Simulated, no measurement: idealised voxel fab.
Process module name: voxel capacitor over wiring
The cross-section shown here is cut; it is 270 nm wide and divided into square cells measuring 5 nm on a side.
Cross-section, as written here: a square-cell grid given band by band from the top down, where a band holds one or more rows of cells. The band entry comprises the height of the band's top followed by the height of its bottom, expressed in nm, and subsequently the band's materials from left to right, each stated together with its width in nm. Where a single material is marked with the word "everywhere", that material fills the band from edge to edge. The word "air" represents empty space. Height is counted from the level 0, under which the received wafer is composed throughout of one material. The lowest of the bands is not closed at the bottom but continues downward, in the notation "0 down". The notation "30 to 40" denotes a width that varies across the rows of cells in the band, beginning at the first number in the top row, finishing at the second number in the bottom row, and changing by an identical amount from each row to the next. For the purposes of this document, the phrase "no change occurred" attached to a step denotes that no cell within the cross-section was modified by that step. So "Encapsulated voids" is basically the list of trapped voids: any empty space of 8 cells or more that can't reach the top through an opening. They're written width x height at distance, the distance being from the left edge, and it's all nm. If you see something after the settings on a step's line, that's the simulator's own remark about that step. overlay nm: mask offset rightward from planned place, masked step; negative means leftward offset.
### The planned process steps are enumerated hereunder
1) RECEIVE,material Si
2) CONFORMAL_DEP,material SiO2,thk nm 15
3) CONFORMAL_DEP,material SiCN,thk nm 5
4) DIRECTIONAL_DEP,material SiO2,thk nm 25
5) MASKED_ETCH,tone open,mask id METAL_1,width nm 20,pitch nm 90,etch materials SiO2,depth nm 25,overlay nm 0
6) MASKED_ETCH,tone open,mask id METAL_1,width nm 20,pitch nm 90,etch materials SiCN,depth nm 5,overlay nm 0
7) CONFORMAL_DEP,material TiN,thk nm 5
8) FILL_DEP,material Cu,thk nm 10
9) CMP,height nm 45
10) EPI,material Ru,thk nm 5
11) FILL_DEP,material SiCN,thk nm 5
12) DIRECTIONAL_DEP,material lowk,thk nm 10
13) MASKED_ETCH,tone open,mask id PLUG_1,width nm 15,etch materials lowk,depth nm 10,overlay nm 0
14) MASKED_ETCH,tone open,mask id PLUG_1,width nm 15,etch materials SiCN,depth nm 5,overlay nm 0
15) CONFORMAL_DEP,material TiN,thk nm 5
16) FILL_DEP,material W,thk nm 10
17) CMP,height nm 65
18) DIRECTIONAL_DEP,material TiN,thk nm 5
19) DIRECTIONAL_DEP,material HfO2,thk nm 5
20) DIRECTIONAL_DEP,material TiN,thk nm 10
21) MASKED_ETCH,tone cover,mask id UPPER_PLATE,width nm 75,etch materials TiN,depth nm 10,overlay nm 0
22) MASKED_ETCH,tone cover,mask id UPPER_PLATE,width nm 75,etch materials HfO2,depth nm 5,overlay nm 0
23) MASKED_ETCH,tone cover,mask id LOWER_PLATE,width nm 85,etch materials TiN,depth nm 5,overlay nm 0
24) FILL_DEP,material SiO2,thk nm 20
25) CMP,height nm 100
26) MASKED_ETCH,tone open,mask id PLUG_2,width nm 15,etch materials SiO2,depth nm 15,overlay nm 0
27) CONFORMAL_DEP,material TiN,thk nm 5
28) FILL_DEP,material W,thk nm 10
29) CMP,height nm 100
30) CONFORMAL_DEP,material SiCN,thk nm 5
### Cross-sectional view of the wafer in its as-received condition, corresponding to the state after step 1
  0 down = Si everywhere
  Encapsulated voids: none
### Looking at the first of two wafers in cross-section at end of module - ran to plan
  105 to 100 = SiCN everywhere
  100 to 90 = 95 of SiO2 | 5 of TiN | 5 of W | 5 of TiN | 160 of SiO2
  90 to 85 = 95 of SiO2 | 15 of TiN | 160 of SiO2
  85 to 75 = 85 of SiO2 | 75 of TiN | 110 of SiO2
  75 to 70 = 85 of SiO2 | 75 of HfO2 | 110 of SiO2
  70 to 65 = 80 of SiO2 | 85 of TiN | 105 of SiO2
  65 to 55 = 85 of lowk | 5 of TiN | 5 of W | 5 of TiN | 170 of lowk
  55 to 50 = 85 of SiCN | 15 of TiN | 170 of SiCN
  50 to 45 = 75 of SiCN | 30 of Ru | 60 of SiCN | 30 of Ru | 75 of SiCN
  45 to 20 = 80 of SiO2 | 5 of TiN | 10 of Cu | 5 of TiN | 70 of SiO2 | 5 of TiN | 10 of Cu | 5 of TiN | 80 of SiO2
  20 to 15 = 80 of SiCN | 20 of TiN | 70 of SiCN | 20 of TiN | 80 of SiCN
  15 to 0 = SiO2 everywhere
  0 down = Si everywhere
  Encapsulated voids: none
### Now the second wafer, cross-sectioned at the end of the module. Nothing different at the start, nothing different in the plan compared with the first, just one mistake when it was actually run
  105 to 100 = SiCN everywhere
  100 to 90 = 95 of SiO2 | 5 of TiN | 5 of W | 5 of TiN | 160 of SiO2
  90 to 85 = 95 of SiO2 | 15 of TiN | 160 of SiO2
  85 to 75 = 85 of SiO2 | 75 of TiN | 110 of SiO2
  75 to 70 = 85 of SiO2 | 75 of HfO2 | 110 of SiO2
  70 to 65 = 80 of SiO2 | 85 of TiN | 105 of SiO2
  65 to 55 = 85 of lowk | 5 of TiN | 5 of W | 5 of TiN | 170 of lowk
  55 to 50 = 85 of SiCN | 15 of TiN | 170 of SiCN
  50 to 45 = 80 of SiCN | 25 of Ru | 65 of SiCN | 25 of Ru | 75 of SiCN
  45 to 20 = 85 of SiO2 | 5 of TiN | 5 of Cu | 5 of TiN | 75 of SiO2 | 5 of TiN | 5 of Cu | 5 of TiN | 80 of SiO2
  20 to 15 = 85 of SiCN | 15 of TiN | 75 of SiCN | 15 of TiN | 80 of SiCN
  15 to 0 = SiO2 everywhere
  0 down = Si everywhere
  Encapsulated voids: none
what went wrong: rather than as planned, step 5 actually ran as MASKED_ETCH,tone open,mask id METAL_1,width nm 15,pitch nm 90,etch materials SiO2,depth nm 25,overlay nm 0
Wafer comparison, final, in cells, second relative to first, materials more or fewer: 10 fewer of Cu, 2 fewer of Ru, 4 more of SiCN, 10 more of SiO2, 2 fewer of TiN
